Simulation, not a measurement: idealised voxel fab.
This is a process module. Its name is voxel wiring stack.
235 nm wide, 5 nm square cells: that's cross-section cut.
Bands, listed from the top down, are how a cross-section gets written in this document; the cross-section itself is a grid of square cells, and a band is one or more rows of them. Per band: top height and bottom height in nm, followed by the left-to-right materials and their widths in nm; "everywhere" marks a single material spanning edge to edge, "air" marks empty space. Counting heights begins at 0, where everything beneath is, in the wafer as received, one material. The lowest band has no bottom; it goes on downwards, as "0 -> down" shows. The two numbers in a width such as "30 to 40" mark its ends across the band: the first belongs to the top row of cells, the second to the bottom row, and from each row to the next the width moves by the same amount. Basically "left unchanged" means that step didn't change any cell in the cross-section. Closed empty spaces (no open way to the top) of 8 cells or more are what "Closed void inventory" lists, each as width x height at distance from the left edge, nm for all three. That trailing text on a step's line, after the settings, is the simulator's own remark on the step. Among the settings permitted on a step's line is "overlay nm"; applied to a step with a mask, it specifies the extent to which the mask lay to the right of its planned position, whereas a negative figure signifies a position to the left.

The planned process steps are enumerated hereunder:
step 1: RECEIVE (material Si)
step 2: CONFORMAL_DEP (material SiO2; thk nm 15)
step 3: DIRECTIONAL_DEP (material TiN; thk nm 5)
step 4: DIRECTIONAL_DEP (material W; thk nm 25)
step 5: DIRECTIONAL_DEP (material aC; thk nm 15)
step 6: PATTERN (tone cover; mask id METAL_1; material resist; width nm 25; pitch nm 45; thk nm 35; overlay nm 0)
step 7: DIRECTIONAL_ETCH (etch materials aC; depth nm 15)
step 8: STRIP (etch materials resist)
step 9: DIRECTIONAL_ETCH (etch materials W; depth nm 25)
step 10: DIRECTIONAL_ETCH (etch materials TiN; depth nm 5)
step 11: STRIP (etch materials aC)
step 12: CONFORMAL_DEP (material SiCN; thk nm 5)
step 13: FILL_DEP (material lowk; thk nm 10)
step 14: CMP (height nm 45)
step 15: CONFORMAL_DEP (material SiCN; thk nm 5)
step 16: DIRECTIONAL_DEP (material SiO2; thk nm 30)
step 17: DIRECTIONAL_DEP (material aC; thk nm 15)
step 18: PATTERN (tone open; mask id METAL_2; material resist; width nm 25; pitch nm 45; thk nm 35; overlay nm 0)
step 19: DIRECTIONAL_ETCH (etch materials aC; depth nm 15)
step 20: STRIP (etch materials resist)
step 21: DIRECTIONAL_ETCH (etch materials SiO2; depth nm 15)
step 22: STRIP (etch materials aC)
step 23: MASKED_ETCH (tone open; mask id METAL_2_HOLES; width nm 15; pitch nm 45; etch materials SiO2; depth nm 15; overlay nm 0)
step 24: MASKED_ETCH (tone open; mask id METAL_2_HOLES; width nm 15; pitch nm 45; etch materials SiCN; depth nm 5; overlay nm 0)
step 25: CONFORMAL_DEP (material TiN; thk nm 5)
step 26: FILL_DEP (material Cu; thk nm 10)
step 27: CMP (height nm 80)
step 28: CONFORMAL_DEP (material SiCN; thk nm 5)
step 29: DIRECTIONAL_DEP (material SiO2; thk nm 25)
step 30: PATTERN (tone open; mask id METAL_3; material resist; width nm 25; pitch nm 45; thk nm 15; overlay nm 0)
step 31: DIRECTIONAL_ETCH (etch materials SiO2; depth nm 15)
step 32: STRIP (etch materials resist)
step 33: MASKED_ETCH (tone open; mask id METAL_3_HOLES; width nm 15; pitch nm 90; etch materials SiO2; depth nm 10; overlay nm 0)
step 34: MASKED_ETCH (tone open; mask id METAL_3_HOLES; width nm 15; pitch nm 90; etch materials SiCN; depth nm 5; overlay nm 0)
step 35: CONFORMAL_DEP (material TiN; thk nm 5)
step 36: FILL_DEP (material Cu; thk nm 10)
step 37: CMP (height nm 110)
step 38: CONFORMAL_DEP (material SiCN; thk nm 5)

Cross-sectional view of the wafer in its as-received condition, corresponding to the state after step 1:
	0 -> down  Si everywhere
	Closed void inventory: none

End-of-module cross-section of the first of two wafers, processed as planned:
	115 -> 110  SiCN everywhere
	110 -> 100  SiO2 60, TiN 5, Cu 15, TiN 5, SiO2 20, TiN 5, Cu 15, TiN 5, SiO2 20, TiN 5, Cu 15, TiN 5, SiO2 60
	100 -> 95  SiO2 60, TiN 5, Cu 5, TiN 15, SiO2 20, TiN 25, SiO2 20, TiN 5, Cu 5, TiN 15, SiO2 60
	95 -> 85  SiO2 60, TiN 5, Cu 5, TiN 5, SiO2 75, TiN 5, Cu 5, TiN 5, SiO2 70
	85 -> 80  SiCN 60, TiN 15, SiCN 75, TiN 15, SiCN 70
	80 -> 70  SiO2 60, TiN 5, Cu 15, TiN 5, SiO2 20, TiN 5, Cu 15, TiN 5, SiO2 20, TiN 5, Cu 15, TiN 5, SiO2 60
	70 -> 65  SiO2 60, TiN 5, Cu 5, TiN 15, SiO2 20, TiN 5, Cu 5, TiN 15, SiO2 20, TiN 5, Cu 5, TiN 15, SiO2 60
	65 -> 50  SiO2 60, TiN 5, Cu 5, TiN 5, SiO2 30, TiN 5, Cu 5, TiN 5, SiO2 30, TiN 5, Cu 5, TiN 5, SiO2 70
	50 -> 45  SiCN 60, TiN 15, SiCN 30, TiN 15, SiCN 30, TiN 15, SiCN 70
	45 -> 20  lowk 55, SiCN 5, W 25, SiCN 5, lowk 10, SiCN 5, W 25, SiCN 5, lowk 10, SiCN 5, W 25, SiCN 5, lowk 55
	20 -> 15  SiCN 60, TiN 25, SiCN 20, TiN 25, SiCN 20, TiN 25, SiCN 60
	15 -> 0  SiO2 everywhere
	0 -> down  Si everywhere
	Closed void inventory: none

Module end: cross-section of wafer two of two. Same start and process plan as the first wafer. One mistake during execution:
	115 -> 110  SiCN everywhere
	110 -> 100  SiO2 60, TiN 5, Cu 15, TiN 5, SiO2 20, TiN 5, Cu 15, TiN 5, SiO2 20, TiN 5, Cu 15, TiN 5, SiO2 60
	100 -> 95  SiO2 60, TiN 5, Cu 5, TiN 15, SiO2 20, TiN 25, SiO2 20, TiN 5, Cu 5, TiN 15, SiO2 60
	95 -> 85  SiO2 60, TiN 5, Cu 5, TiN 5, SiO2 75, TiN 5, Cu 5, TiN 5, SiO2 70
	85 -> 80  SiCN 60, TiN 15, SiCN 75, TiN 15, SiCN 70
	80 -> 70  SiO2 60, TiN 5, Cu 15, TiN 5, SiO2 20, TiN 5, Cu 15, TiN 5, SiO2 20, TiN 5, Cu 15, TiN 5, SiO2 60
	70 -> 65  SiO2 60, TiN 5, Cu 5, TiN 15, SiO2 20, TiN 5, Cu 5, TiN 15, SiO2 20, TiN 5, Cu 5, TiN 15, SiO2 60
	65 -> 50  SiO2 60, TiN 5, Cu 5, TiN 5, SiO2 30, TiN 5, Cu 5, TiN 5, SiO2 30, TiN 5, Cu 5, TiN 5, SiO2 70
	50 -> 45  SiCN 60, TiN 15, SiCN 30, TiN 15, SiCN 30, TiN 15, SiCN 70
	45 -> 35  lowk 55, SiCN 5, W 25, SiCN 5, lowk 10, SiCN 5, W 25, SiCN 5, lowk 10, SiCN 5, W 25, SiCN 5, lowk 55
	35 -> 30  SiCN 60, TiN 25, SiCN 20, TiN 25, SiCN 20, TiN 25, SiCN 60
	30 -> 0  SiO2 everywhere
	0 -> down  Si everywhere
	Closed void inventory: none
Here's what went sideways: step 2 of the plan saw execution twice
At the finish, the second wafer shows more or fewer cells for some materials than the first does: SiCN: 18 fewer, SiO2: 141 more, W: 45 fewer, lowk: 78 fewer
